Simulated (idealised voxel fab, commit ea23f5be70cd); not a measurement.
process module | voxel self aligned vias
cross-section cut | 235 nm wide | cells 5 nm
A cross-section is a grid of square cells, given in bands from the top down. A band is one or more rows of cells.
Each band's line starts with the height of the band's top and of its bottom, in nm. Then come its materials from left to right, each with its width in nm. One material with "throughout" fills the band from edge to edge. "air" is empty space.
Height 0 is the level under which the wafer as received is all one material. The lowest band goes on downwards, as in "0 down".
A width such as "30 to 40" changes by the same amount from each row of cells to the next, from the band's top row to its bottom row.
"no change" after a step means that no cell of the cross-section changed.
closed voids: empty space of 8 cells or more with no open way to the top, each as width x height at its distance from the left edge, in nm
after a step's settings: what the simulator itself notes on the step
overlay nm, on a step with a mask: how far to the right of its planned place the mask lay; to the left if negative
plan
1 op RECEIVE | material Si
2 op CONFORMAL_DEP | material SiO2 | thk nm 10
3 op CONFORMAL_DEP | material SiCN | thk nm 5
4 op DIRECTIONAL_DEP | material lowk | thk nm 20
5 op MASKED_ETCH | tone open | mask id LINES | width nm 30 | pitch nm 70 | etch materials lowk | depth nm 20 | overlay nm 0
6 op CONFORMAL_DEP | material TiN | thk nm 5
7 op FILL_DEP | material W | thk nm 10
8 op CMP | height nm 35
9 op SELECTIVE_ETCH | etch materials W Ru TiN | depth nm 5
10 op FILL_DEP | material SiN | thk nm 5
11 op CMP | height nm 35
12 op DIRECTIONAL_DEP | material lowk | thk nm 15
13 op PATTERN | tone open | mask id VIAS | material resist | width nm 50 | thk nm 20 | overlay nm 0
14 op DIRECTIONAL_ETCH | etch materials lowk | depth nm 15
15 op DIRECTIONAL_ETCH | etch materials SiN | depth nm 5
16 op STRIP | etch materials resist
17 op CONFORMAL_DEP | material TiN | thk nm 5
18 op FILL_DEP | material Cu | thk nm 5
19 op CMP | height nm 50
20 op CONFORMAL_DEP | material SiCN | thk nm 5
as received, after step 1
  0 down: Si throughout
  closed voids: none
first wafer at the end, as planned
  55 to 50: SiCN throughout
  50 to 40: lowk 55 | TiN 5 | Cu 40 | TiN 5 | lowk 130
  40 to 35: lowk 55 | TiN 15 | Cu 20 | TiN 15 | lowk 130
  35 to 30: lowk 65 | TiN 30 | lowk 40 | SiN 30 | lowk 70
  30 to 20: lowk 65 | TiN 5 | W 20 | TiN 5 | lowk 40 | TiN 5 | W 20 | TiN 5 | lowk 70
  20 to 15: lowk 65 | TiN 30 | lowk 40 | TiN 30 | lowk 70
  15 to 10: SiCN throughout
  10 to 0: SiO2 throughout
  0 down: Si throughout
  closed voids: none
second wafer at the end: like start, like plan, one mistake
  55 to 50: SiCN throughout
  50 to 35: lowk 55 | TiN 5 | Cu 40 | TiN 5 | lowk 130
  35 to 30: SiN 55 | TiN 50 | SiN 130
  30 to 20: lowk 65 | TiN 5 | W 20 | TiN 5 | lowk 40 | TiN 5 | W 20 | TiN 5 | lowk 70
  20 to 15: lowk 65 | TiN 30 | lowk 40 | TiN 30 | lowk 70
  15 to 10: SiCN throughout
  10 to 0: SiO2 throughout
  0 down: Si throughout
  closed voids: none
what went wrong: step 4 ran as: op DIRECTIONAL_DEP | material lowk | thk nm 15
at the end the second wafer has, in cells: 4 more of Cu | 31 more of SiN | 35 fewer of lowk
